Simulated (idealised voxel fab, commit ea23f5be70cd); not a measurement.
This section sets out a process module, namely voxel wiring stack.
The width of the displayed cross-section, cut, is 215 nm; its cells are square, with a size of 5 nm.
Cross-sections here: square-cell grids, written as top-down lists of bands, a band being one or more rows of cells. Top height, bottom height, nm. Materials left to right, width each, nm. Single material + "edge to edge" = fills band edge to edge. "air" = empty. Ref level 0: as-received wafer is one material below here. Bottom band extends down with no lower bound ("z 0 and below"). With a width like "30->40", each row of cells in the band differs from the next by the same amount, the top row carrying the first number and the bottom row the second. Reading "changes: none" for a step: not a cell of the cross-section changed in it. You'll see "Closed void listing" listing empty spaces that have no way open to the top, as long as they're 8 cells or more; the notation is width x height at distance, where the distance is from the left edge, and all of it is in nm. Note: text after step settings on the step line = simulator remark on that step. On any step carrying a mask, the "overlay nm" setting, if present on the step's line, tells how far right of its planned place the mask lay; negative values point to the left.
-- Intended process steps
1. RECEIVE (material Si)
2. CONFORMAL_DEP (material SiO2; thk nm 15)
3. CONFORMAL_DEP (material SiCN; thk nm 5)
4. DIRECTIONAL_DEP (material SiO2; thk nm 25)
5. PATTERN (tone open; mask id METAL_1; material resist; width nm 20; pitch nm 45; thk nm 15; overlay nm 0)
6. DIRECTIONAL_ETCH (etch materials SiO2; depth nm 25)
7. DIRECTIONAL_ETCH (etch materials SiCN; depth nm 5)
8. STRIP (etch materials resist)
9. CONFORMAL_DEP (material TiN; thk nm 5)
10. FILL_DEP (material W; thk nm 10)
11. CMP (height nm 45)
12. CONFORMAL_DEP (material SiCN; thk nm 5)
13. DIRECTIONAL_DEP (material lowk; thk nm 10)
14. PATTERN (tone open; mask id PLUG_1; material resist; width nm 15; pitch nm 90; thk nm 20; overlay nm 0)
15. DIRECTIONAL_ETCH (etch materials lowk; depth nm 10)
16. DIRECTIONAL_ETCH (etch materials SiCN; depth nm 5)
17. STRIP (etch materials resist)
18. CONFORMAL_DEP (material TiN; thk nm 5)
19. FILL_DEP (material Cu; thk nm 5)
20. CMP (height nm 60)
21. CONFORMAL_DEP (material SiCN; thk nm 5)
22. DIRECTIONAL_DEP (material lowk; thk nm 20)
23. DIRECTIONAL_DEP (material aC; thk nm 15)
24. PATTERN (tone open; mask id METAL_2; material resist; width nm 20; pitch nm 45; thk nm 30; overlay nm 0)
25. DIRECTIONAL_ETCH (etch materials aC; depth nm 15)
26. STRIP (etch materials resist)
27. DIRECTIONAL_ETCH (etch materials lowk; depth nm 20)
28. DIRECTIONAL_ETCH (etch materials SiCN; depth nm 5)
29. STRIP (etch materials aC)
30. CONFORMAL_DEP (material TiN; thk nm 5)
31. FILL_DEP (material Ru; thk nm 10)
32. CMP (height nm 85)
33. CONFORMAL_DEP (material SiCN; thk nm 5)
34. DIRECTIONAL_DEP (material SiO2; thk nm 30)
35. PATTERN (tone open; mask id METAL_3; material resist; width nm 20; pitch nm 45; thk nm 20; overlay nm 0)
36. DIRECTIONAL_ETCH (etch materials SiO2; depth nm 20)
37. STRIP (etch materials resist)
38. MASKED_ETCH (tone open; mask id METAL_3_HOLES; width nm 15; pitch nm 90; etch materials SiO2; depth nm 10; overlay nm 0)
39. MASKED_ETCH (tone open; mask id METAL_3_HOLES; width nm 15; pitch nm 90; etch materials SiCN; depth nm 5; overlay nm 0)
40. CONFORMAL_DEP (material TiN; thk nm 5)
41. FILL_DEP (material Cu; thk nm 5)
42. CMP (height nm 120)
43. CONFORMAL_DEP (material SiCN; thk nm 5)
-- The first of a set of two wafers, run to plan
-- So this is the incoming wafer in cross-section - it's already been through step 1
* z 0 and below = Si edge to edge
* Closed void listing: none
-- The wafer in cross-section once step 2 is complete
* z 15 to 0 = SiO2 edge to edge
* Everything below 0 is unchanged.
-- The wafer in cross-section once step 3 is complete
* z 20 to 15 = SiCN edge to edge
* Everything below 15 is unchanged.
-- The wafer in cross-section once step 4 is complete
* z 45 to 20 = SiO2 edge to edge
* Everything below 20 is unchanged.
-- The wafer in cross-section once step 5 is complete
* z 60 to 45 = resist=50, then air=20, then resist=25, then air=20, then resist=25, then air=20, then resist=55
* Everything below 45 is unchanged.
-- The wafer in cross-section once step 6 is complete
* z 60 to 45 = resist=50, then air=20, then resist=25, then air=20, then resist=25, then air=20, then resist=55
* z 45 to 20 = SiO2=50, then air=20, then SiO2=25, then air=20, then SiO2=25, then air=20, then SiO2=55
* Everything below 20 is unchanged.
-- The wafer in cross-section once step 7 is complete
* z 60 to 45 = resist=50, then air=20, then resist=25, then air=20, then resist=25, then air=20, then resist=55
* z 45 to 20 = SiO2=50, then air=20, then SiO2=25, then air=20, then SiO2=25, then air=20, then SiO2=55
* z 20 to 15 = SiCN=50, then air=20, then SiCN=25, then air=20, then SiCN=25, then air=20, then SiCN=55
* Everything below 15 is unchanged.
-- The wafer in cross-section once step 8 is complete
* z 45 to 20 = SiO2=50, then air=20, then SiO2=25, then air=20, then SiO2=25, then air=20, then SiO2=55
* Everything below 20 is unchanged.
-- The wafer in cross-section once step 9 is complete
* z 50 to 45 = TiN=55, then air=10, then TiN=35, then air=10, then TiN=35, then air=10, then TiN=60
* z 45 to 20 = SiO2=50, then TiN=5, then air=10, then TiN=5, then SiO2=25, then TiN=5, then air=10, then TiN=5, then SiO2=25, then TiN=5, then air=10, then TiN=5, then SiO2=55
* z 20 to 15 = SiCN=50, then TiN=20, then SiCN=25, then TiN=20, then SiCN=25, then TiN=20, then SiCN=55
* Everything below 15 is unchanged.
-- The wafer in cross-section once step 10 is complete
* z 60 to 50 = W edge to edge
* z 50 to 45 = TiN=55, then W=10, then TiN=35, then W=10, then TiN=35, then W=10, then TiN=60
* z 45 to 20 = SiO2=50, then TiN=5, then W=10, then TiN=5, then SiO2=25, then TiN=5, then W=10, then TiN=5, then SiO2=25, then TiN=5, then W=10, then TiN=5, then SiO2=55
* Everything below 20 is unchanged.
-- The wafer in cross-section once step 11 is complete
* z 45 to 20 = SiO2=50, then TiN=5, then W=10, then TiN=5, then SiO2=25, then TiN=5, then W=10, then TiN=5, then SiO2=25, then TiN=5, then W=10, then TiN=5, then SiO2=55
* Everything below 20 is unchanged.
-- The wafer in cross-section once step 12 is complete
* z 50 to 45 = SiCN edge to edge
* Everything below 45 is unchanged.
-- The wafer in cross-section once step 13 is complete
* z 60 to 50 = lowk edge to edge
* Everything below 50 is unchanged.
-- The wafer in cross-section once step 14 is complete
* z 80 to 60 = resist=50, then air=15, then resist=75, then air=15, then resist=60
* Everything below 60 is unchanged.
-- The wafer in cross-section once step 15 is complete
* z 80 to 60 = resist=50, then air=15, then resist=75, then air=15, then resist=60
* z 60 to 50 = lowk=50, then air=15, then lowk=75, then air=15, then lowk=60
* Everything below 50 is unchanged.
-- The wafer in cross-section once step 16 is complete
* z 80 to 60 = resist=50, then air=15, then resist=75, then air=15, then resist=60
* z 60 to 50 = lowk=50, then air=15, then lowk=75, then air=15, then lowk=60
* z 50 to 45 = SiCN=50, then air=15, then SiCN=75, then air=15, then SiCN=60
* Everything below 45 is unchanged.
-- The wafer in cross-section once step 17 is complete
* z 60 to 50 = lowk=50, then air=15, then lowk=75, then air=15, then lowk=60
* Everything below 50 is unchanged.
-- The wafer in cross-section once step 18 is complete
* z 65 to 60 = TiN=55, then air=5, then TiN=85, then air=5, then TiN=65
* z 60 to 50 = lowk=50, then TiN=5, then air=5, then TiN=5, then lowk=75, then TiN=5, then air=5, then TiN=5, then lowk=60
* z 50 to 45 = SiCN=50, then TiN=15, then SiCN=75, then TiN=15, then SiCN=60
* Everything below 45 is unchanged.
-- The wafer in cross-section once step 19 is complete
* z 70 to 65 = Cu edge to edge
* z 65 to 60 = TiN=55, then Cu=5, then TiN=85, then Cu=5, then TiN=65
* z 60 to 50 = lowk=50, then TiN=5, then Cu=5, then TiN=5, then lowk=75, then TiN=5, then Cu=5, then TiN=5, then lowk=60
* Everything below 50 is unchanged.
-- The wafer in cross-section once step 20 is complete
* z 60 to 50 = lowk=50, then TiN=5, then Cu=5, then TiN=5, then lowk=75, then TiN=5, then Cu=5, then TiN=5, then lowk=60
* Everything below 50 is unchanged.
-- The wafer in cross-section once step 21 is complete
* z 65 to 60 = SiCN edge to edge
* Everything below 60 is unchanged.
-- The wafer in cross-section once step 22 is complete
* z 85 to 65 = lowk edge to edge
* Everything below 65 is unchanged.
-- The wafer in cross-section once step 23 is complete
* z 100 to 85 = aC edge to edge
* Everything below 85 is unchanged.
-- The wafer in cross-section once step 24 is complete
* z 130 to 100 = resist=50, then air=20, then resist=25, then air=20, then resist=25, then air=20, then resist=55
* Everything below 100 is unchanged.
-- The wafer in cross-section once step 25 is complete
* z 115 to 100 = resist=50, then air=20, then resist=25, then air=20, then resist=25, then air=20, then resist=55
* z 100 to 85 = aC=50, then air=20, then aC=25, then air=20, then aC=25, then air=20, then aC=55
* Everything below 85 is unchanged.
-- The wafer in cross-section once step 26 is complete
* z 100 to 85 = aC=50, then air=20, then aC=25, then air=20, then aC=25, then air=20, then aC=55
* Everything below 85 is unchanged.
-- The wafer in cross-section once step 27 is complete
* z 100 to 85 = aC=50, then air=20, then aC=25, then air=20, then aC=25, then air=20, then aC=55
* z 85 to 65 = lowk=50, then air=20, then lowk=25, then air=20, then lowk=25, then air=20, then lowk=55
* Everything below 65 is unchanged.
-- The wafer in cross-section once step 28 is complete
* z 100 to 85 = aC=50, then air=20, then aC=25, then air=20, then aC=25, then air=20, then aC=55
* z 85 to 65 = lowk=50, then air=20, then lowk=25, then air=20, then lowk=25, then air=20, then lowk=55
* z 65 to 60 = SiCN=50, then air=20, then SiCN=25, then air=20, then SiCN=25, then air=20, then SiCN=55
* Everything below 60 is unchanged.
-- The wafer in cross-section once step 29 is complete
* z 85 to 65 = lowk=50, then air=20, then lowk=25, then air=20, then lowk=25, then air=20, then lowk=55
* Everything below 65 is unchanged.
-- The wafer in cross-section once step 30 is complete
* z 90 to 85 = TiN=55, then air=10, then TiN=35, then air=10, then TiN=35, then air=10, then TiN=60
* z 85 to 65 = lowk=50, then TiN=5, then air=10, then TiN=5, then lowk=25, then TiN=5, then air=10, then TiN=5, then lowk=25, then TiN=5, then air=10, then TiN=5, then lowk=55
* z 65 to 60 = SiCN=50, then TiN=20, then SiCN=25, then TiN=20, then SiCN=25, then TiN=20, then SiCN=55
* Everything below 60 is unchanged.
-- The wafer in cross-section once step 31 is complete
* z 100 to 90 = Ru edge to edge
* z 90 to 85 = TiN=55, then Ru=10, then TiN=35, then Ru=10, then TiN=35, then Ru=10, then TiN=60
* z 85 to 65 = lowk=50, then TiN=5, then Ru=10, then TiN=5, then lowk=25, then TiN=5, then Ru=10, then TiN=5, then lowk=25, then TiN=5, then Ru=10, then TiN=5, then lowk=55
* Everything below 65 is unchanged.
-- The wafer in cross-section once step 32 is complete
* z 85 to 65 = lowk=50, then TiN=5, then Ru=10, then TiN=5, then lowk=25, then TiN=5, then Ru=10, then TiN=5, then lowk=25, then TiN=5, then Ru=10, then TiN=5, then lowk=55
* Everything below 65 is unchanged.
-- The wafer in cross-section once step 33 is complete
* z 90 to 85 = SiCN edge to edge
* Everything below 85 is unchanged.
-- The wafer in cross-section once step 34 is complete
* z 120 to 90 = SiO2 edge to edge
* Everything below 90 is unchanged.
-- The wafer in cross-section once step 35 is complete
* z 140 to 120 = resist=50, then air=20, then resist=25, then air=20, then resist=25, then air=20, then resist=55
* Everything below 120 is unchanged.
-- The wafer in cross-section once step 36 is complete
* z 140 to 120 = resist=50, then air=20, then resist=25, then air=20, then resist=25, then air=20, then resist=55
* z 120 to 100 = SiO2=50, then air=20, then SiO2=25, then air=20, then SiO2=25, then air=20, then SiO2=55
* Everything below 100 is unchanged.
-- The wafer in cross-section once step 37 is complete
* z 120 to 100 = SiO2=50, then air=20, then SiO2=25, then air=20, then SiO2=25, then air=20, then SiO2=55
* Everything below 100 is unchanged.
-- The wafer in cross-section once step 38 is complete
* z 120 to 100 = SiO2=50, then air=20, then SiO2=25, then air=20, then SiO2=25, then air=20, then SiO2=55
* z 100 to 90 = SiO2=50, then air=15, then SiO2=75, then air=15, then SiO2=60
* Everything below 90 is unchanged.
-- The wafer in cross-section once step 39 is complete
* z 120 to 100 = SiO2=50, then air=20, then SiO2=25, then air=20, then SiO2=25, then air=20, then SiO2=55
* z 100 to 90 = SiO2=50, then air=15, then SiO2=75, then air=15, then SiO2=60
* z 90 to 85 = SiCN=50, then air=15, then SiCN=75, then air=15, then SiCN=60
* Everything below 85 is unchanged.
-- The wafer in cross-section once step 40 is complete
* z 125 to 120 = TiN=55, then air=10, then TiN=35, then air=10, then TiN=35, then air=10, then TiN=60
* z 120 to 105 = SiO2=50, then TiN=5, then air=10, then TiN=5, then SiO2=25, then TiN=5, then air=10, then TiN=5, then SiO2=25, then TiN=5, then air=10, then TiN=5, then SiO2=55
* z 105 to 100 = SiO2=50, then TiN=5, then air=5, then TiN=10, then SiO2=25, then TiN=20, then SiO2=25, then TiN=5, then air=5, then TiN=10, then SiO2=55
* z 100 to 90 = SiO2=50, then TiN=5, then air=5, then TiN=5, then SiO2=75, then TiN=5, then air=5, then TiN=5, then SiO2=60
* z 90 to 85 = SiCN=50, then TiN=15, then SiCN=75, then TiN=15, then SiCN=60
* Everything below 85 is unchanged.
-- The wafer in cross-section once step 41 is complete
* z 130 to 125 = Cu edge to edge
* z 125 to 120 = TiN=55, then Cu=10, then TiN=35, then Cu=10, then TiN=35, then Cu=10, then TiN=60
* z 120 to 105 = SiO2=50, then TiN=5, then Cu=10, then TiN=5, then SiO2=25, then TiN=5, then Cu=10, then TiN=5, then SiO2=25, then TiN=5, then Cu=10, then TiN=5, then SiO2=55
* z 105 to 100 = SiO2=50, then TiN=5, then Cu=5, then TiN=10, then SiO2=25, then TiN=20, then SiO2=25, then TiN=5, then Cu=5, then TiN=10, then SiO2=55
* z 100 to 90 = SiO2=50, then TiN=5, then Cu=5, then TiN=5, then SiO2=75, then TiN=5, then Cu=5, then TiN=5, then SiO2=60
* Everything below 90 is unchanged.
-- The wafer in cross-section once step 42 is complete
* z 120 to 105 = SiO2=50, then TiN=5, then Cu=10, then TiN=5, then SiO2=25, then TiN=5, then Cu=10, then TiN=5, then SiO2=25, then TiN=5, then Cu=10, then TiN=5, then SiO2=55
* Everything below 105 is unchanged.
-- The wafer in cross-section once step 43 is complete
* z 125 to 120 = SiCN edge to edge
* Everything below 120 is unchanged.
-- The second wafer began exactly as the first did and followed the same plan, but one mistake was made while running it; through step 1 inclusive, the two wafers are identical
-- Cross-section: second wafer, time at which step 2 was scheduled to end
* z 30 to 0 = SiO2 edge to edge
* Everything below 0 is unchanged.
-- Cross-section: second wafer, time at which step 3 was scheduled to end
* z 35 to 30 = SiCN edge to edge
* Everything below 30 is unchanged.
-- Cross-section: second wafer, time at which step 4 was scheduled to end
* z 60 to 35 = SiO2 edge to edge
* Everything below 35 is unchanged.
-- Cross-section: second wafer, time at which step 5 was scheduled to end
* z 75 to 60 = resist=50, then air=20, then resist=25, then air=20, then resist=25, then air=20, then resist=55
* Everything below 60 is unchanged.
-- Cross-section: second wafer, time at which step 6 was scheduled to end
* z 75 to 60 = resist=50, then air=20, then resist=25, then air=20, then resist=25, then air=20, then resist=55
* z 60 to 35 = SiO2=50, then air=20, then SiO2=25, then air=20, then SiO2=25, then air=20, then SiO2=55
* Everything below 35 is unchanged.
-- Cross-section: second wafer, time at which step 7 was scheduled to end
* z 75 to 60 = resist=50, then air=20, then resist=25, then air=20, then resist=25, then air=20, then resist=55
* z 60 to 35 = SiO2=50, then air=20, then SiO2=25, then air=20, then SiO2=25, then air=20, then SiO2=55
* z 35 to 30 = SiCN=50, then air=20, then SiCN=25, then air=20, then SiCN=25, then air=20, then SiCN=55
* Everything below 30 is unchanged.
-- Cross-section: second wafer, time at which step 8 was scheduled to end
* z 60 to 35 = SiO2=50, then air=20, then SiO2=25, then air=20, then SiO2=25, then air=20, then SiO2=55
* Everything below 35 is unchanged.
-- Cross-section: second wafer, time at which step 9 was scheduled to end
* z 65 to 60 = TiN=55, then air=10, then TiN=35, then air=10, then TiN=35, then air=10, then TiN=60
* z 60 to 35 = SiO2=50, then TiN=5, then air=10, then TiN=5, then SiO2=25, then TiN=5, then air=10, then TiN=5, then SiO2=25, then TiN=5, then air=10, then TiN=5, then SiO2=55
* z 35 to 30 = SiCN=50, then TiN=20, then SiCN=25, then TiN=20, then SiCN=25, then TiN=20, then SiCN=55
* Everything below 30 is unchanged.
-- Cross-section: second wafer, time at which step 10 was scheduled to end
* z 75 to 65 = W edge to edge
* z 65 to 60 = TiN=55, then W=10, then TiN=35, then W=10, then TiN=35, then W=10, then TiN=60
* z 60 to 35 = SiO2=50, then TiN=5, then W=10, then TiN=5, then SiO2=25, then TiN=5, then W=10, then TiN=5, then SiO2=25, then TiN=5, then W=10, then TiN=5, then SiO2=55
* Everything below 35 is unchanged.
-- Cross-section: second wafer, time at which step 11 was scheduled to end
* z 45 to 35 = SiO2=50, then TiN=5, then W=10, then TiN=5, then SiO2=25, then TiN=5, then W=10, then TiN=5, then SiO2=25, then TiN=5, then W=10, then TiN=5, then SiO2=55
* Everything below 35 is unchanged.
-- Cross-section: second wafer, time at which step 12 was scheduled to end
* z 50 to 45 = SiCN edge to edge
* Everything below 45 is unchanged.
-- Cross-section: second wafer, time at which step 13 was scheduled to end
* z 60 to 50 = lowk edge to edge
* Everything below 50 is unchanged.
-- Cross-section: second wafer, time at which step 14 was scheduled to end
* z 80 to 60 = resist=50, then air=15, then resist=75, then air=15, then resist=60
* Everything below 60 is unchanged.
-- Cross-section: second wafer, time at which step 15 was scheduled to end
* z 80 to 60 = resist=50, then air=15, then resist=75, then air=15, then resist=60
* z 60 to 50 = lowk=50, then air=15, then lowk=75, then air=15, then lowk=60
* Everything below 50 is unchanged.
-- Cross-section: second wafer, time at which step 16 was scheduled to end
* z 80 to 60 = resist=50, then air=15, then resist=75, then air=15, then resist=60
* z 60 to 50 = lowk=50, then air=15, then lowk=75, then air=15, then lowk=60
* z 50 to 45 = SiCN=50, then air=15, then SiCN=75, then air=15, then SiCN=60
* Everything below 45 is unchanged.
-- Cross-section: second wafer, time at which step 17 was scheduled to end
* z 60 to 50 = lowk=50, then air=15, then lowk=75, then air=15, then lowk=60
* Everything below 50 is unchanged.
-- Cross-section: second wafer, time at which step 18 was scheduled to end
* z 65 to 60 = TiN=55, then air=5, then TiN=85, then air=5, then TiN=65
* z 60 to 50 = lowk=50, then TiN=5, then air=5, then TiN=5, then lowk=75, then TiN=5, then air=5, then TiN=5, then lowk=60
* z 50 to 45 = SiCN=50, then TiN=15, then SiCN=75, then TiN=15, then SiCN=60
* Everything below 45 is unchanged.
-- Cross-section: second wafer, time at which step 19 was scheduled to end
* z 70 to 65 = Cu edge to edge
* z 65 to 60 = TiN=55, then Cu=5, then TiN=85, then Cu=5, then TiN=65
* z 60 to 50 = lowk=50, then TiN=5, then Cu=5, then TiN=5, then lowk=75, then TiN=5, then Cu=5, then TiN=5, then lowk=60
* Everything below 50 is unchanged.
-- Cross-section: second wafer, time at which step 20 was scheduled to end
* z 60 to 50 = lowk=50, then TiN=5, then Cu=5, then TiN=5, then lowk=75, then TiN=5, then Cu=5, then TiN=5, then lowk=60
* Everything below 50 is unchanged.
-- Cross-section: second wafer, time at which step 21 was scheduled to end
* z 65 to 60 = SiCN edge to edge
* Everything below 60 is unchanged.
-- Cross-section: second wafer, time at which step 22 was scheduled to end
* z 85 to 65 = lowk edge to edge
* Everything below 65 is unchanged.
-- Cross-section: second wafer, time at which step 23 was scheduled to end
* z 100 to 85 = aC edge to edge
* Everything below 85 is unchanged.
-- Cross-section: second wafer, time at which step 24 was scheduled to end
* z 130 to 100 = resist=50, then air=20, then resist=25, then air=20, then resist=25, then air=20, then resist=55
* Everything below 100 is unchanged.
-- Cross-section: second wafer, time at which step 25 was scheduled to end
* z 115 to 100 = resist=50, then air=20, then resist=25, then air=20, then resist=25, then air=20, then resist=55
* z 100 to 85 = aC=50, then air=20, then aC=25, then air=20, then aC=25, then air=20, then aC=55
* Everything below 85 is unchanged.
-- Cross-section: second wafer, time at which step 26 was scheduled to end
* z 100 to 85 = aC=50, then air=20, then aC=25, then air=20, then aC=25, then air=20, then aC=55
* Everything below 85 is unchanged.
-- Cross-section: second wafer, time at which step 27 was scheduled to end
* z 100 to 85 = aC=50, then air=20, then aC=25, then air=20, then aC=25, then air=20, then aC=55
* z 85 to 65 = lowk=50, then air=20, then lowk=25, then air=20, then lowk=25, then air=20, then lowk=55
* Everything below 65 is unchanged.
-- Cross-section: second wafer, time at which step 28 was scheduled to end
* z 100 to 85 = aC=50, then air=20, then aC=25, then air=20, then aC=25, then air=20, then aC=55
* z 85 to 65 = lowk=50, then air=20, then lowk=25, then air=20, then lowk=25, then air=20, then lowk=55
* z 65 to 60 = SiCN=50, then air=20, then SiCN=25, then air=20, then SiCN=25, then air=20, then SiCN=55
* Everything below 60 is unchanged.
-- Cross-section: second wafer, time at which step 29 was scheduled to end
* z 85 to 65 = lowk=50, then air=20, then lowk=25, then air=20, then lowk=25, then air=20, then lowk=55
* Everything below 65 is unchanged.
-- Cross-section: second wafer, time at which step 30 was scheduled to end
* z 90 to 85 = TiN=55, then air=10, then TiN=35, then air=10, then TiN=35, then air=10, then TiN=60
* z 85 to 65 = lowk=50, then TiN=5, then air=10, then TiN=5, then lowk=25, then TiN=5, then air=10, then TiN=5, then lowk=25, then TiN=5, then air=10, then TiN=5, then lowk=55
* z 65 to 60 = SiCN=50, then TiN=20, then SiCN=25, then TiN=20, then SiCN=25, then TiN=20, then SiCN=55
* Everything below 60 is unchanged.
-- Cross-section: second wafer, time at which step 31 was scheduled to end
* z 100 to 90 = Ru edge to edge
* z 90 to 85 = TiN=55, then Ru=10, then TiN=35, then Ru=10, then TiN=35, then Ru=10, then TiN=60
* z 85 to 65 = lowk=50, then TiN=5, then Ru=10, then TiN=5, then lowk=25, then TiN=5, then Ru=10, then TiN=5, then lowk=25, then TiN=5, then Ru=10, then TiN=5, then lowk=55
* Everything below 65 is unchanged.
-- Cross-section: second wafer, time at which step 32 was scheduled to end
* z 85 to 65 = lowk=50, then TiN=5, then Ru=10, then TiN=5, then lowk=25, then TiN=5, then Ru=10, then TiN=5, then lowk=25, then TiN=5, then Ru=10, then TiN=5, then lowk=55
* Everything below 65 is unchanged.
-- Cross-section: second wafer, time at which step 33 was scheduled to end
* z 90 to 85 = SiCN edge to edge
* Everything below 85 is unchanged.
-- Cross-section: second wafer, time at which step 34 was scheduled to end
* z 120 to 90 = SiO2 edge to edge
* Everything below 90 is unchanged.
-- Cross-section: second wafer, time at which step 35 was scheduled to end
* z 140 to 120 = resist=50, then air=20, then resist=25, then air=20, then resist=25, then air=20, then resist=55
* Everything below 120 is unchanged.
-- Cross-section: second wafer, time at which step 36 was scheduled to end
* z 140 to 120 = resist=50, then air=20, then resist=25, then air=20, then resist=25, then air=20, then resist=55
* z 120 to 100 = SiO2=50, then air=20, then SiO2=25, then air=20, then SiO2=25, then air=20, then SiO2=55
* Everything below 100 is unchanged.
-- Cross-section: second wafer, time at which step 37 was scheduled to end
* z 120 to 100 = SiO2=50, then air=20, then SiO2=25, then air=20, then SiO2=25, then air=20, then SiO2=55
* Everything below 100 is unchanged.
-- Cross-section: second wafer, time at which step 38 was scheduled to end
* z 120 to 100 = SiO2=50, then air=20, then SiO2=25, then air=20, then SiO2=25, then air=20, then SiO2=55
* z 100 to 90 = SiO2=50, then air=15, then SiO2=75, then air=15, then SiO2=60
* Everything below 90 is unchanged.
-- Cross-section: second wafer, time at which step 39 was scheduled to end
* z 120 to 100 = SiO2=50, then air=20, then SiO2=25, then air=20, then SiO2=25, then air=20, then SiO2=55
* z 100 to 90 = SiO2=50, then air=15, then SiO2=75, then air=15, then SiO2=60
* z 90 to 85 = SiCN=50, then air=15, then SiCN=75, then air=15, then SiCN=60
* Everything below 85 is unchanged.
-- Cross-section: second wafer, time at which step 40 was scheduled to end
* z 125 to 120 = TiN=55, then air=10, then TiN=35, then air=10, then TiN=35, then air=10, then TiN=60
* z 120 to 105 = SiO2=50, then TiN=5, then air=10, then TiN=5, then SiO2=25, then TiN=5, then air=10, then TiN=5, then SiO2=25, then TiN=5, then air=10, then TiN=5, then SiO2=55
* z 105 to 100 = SiO2=50, then TiN=5, then air=5, then TiN=10, then SiO2=25, then TiN=20, then SiO2=25, then TiN=5, then air=5, then TiN=10, then SiO2=55
* z 100 to 90 = SiO2=50, then TiN=5, then air=5, then TiN=5, then SiO2=75, then TiN=5, then air=5, then TiN=5, then SiO2=60
* z 90 to 85 = SiCN=50, then TiN=15, then SiCN=75, then TiN=15, then SiCN=60
* Everything below 85 is unchanged.
-- Cross-section: second wafer, time at which step 41 was scheduled to end
* z 130 to 125 = Cu edge to edge
* z 125 to 120 = TiN=55, then Cu=10, then TiN=35, then Cu=10, then TiN=35, then Cu=10, then TiN=60
* z 120 to 105 = SiO2=50, then TiN=5, then Cu=10, then TiN=5, then SiO2=25, then TiN=5, then Cu=10, then TiN=5, then SiO2=25, then TiN=5, then Cu=10, then TiN=5, then SiO2=55
* z 105 to 100 = SiO2=50, then TiN=5, then Cu=5, then TiN=10, then SiO2=25, then TiN=20, then SiO2=25, then TiN=5, then Cu=5, then TiN=10, then SiO2=55
* z 100 to 90 = SiO2=50, then TiN=5, then Cu=5, then TiN=5, then SiO2=75, then TiN=5, then Cu=5, then TiN=5, then SiO2=60
* Everything below 90 is unchanged.
-- Cross-section: second wafer, time at which step 42 was scheduled to end
* z 120 to 105 = SiO2=50, then TiN=5, then Cu=10, then TiN=5, then SiO2=25, then TiN=5, then Cu=10, then TiN=5, then SiO2=25, then TiN=5, then Cu=10, then TiN=5, then SiO2=55
* Everything below 105 is unchanged.
-- Cross-section: second wafer, time at which step 43 was scheduled to end
* z 125 to 120 = SiCN edge to edge
* Everything below 120 is unchanged.
What went wrong in running the wafer? twice over, step 2 of the plan was run
Materials where the second wafer ends with more or fewer cells than the first: +36 SiO2 | -18 TiN | -18 W
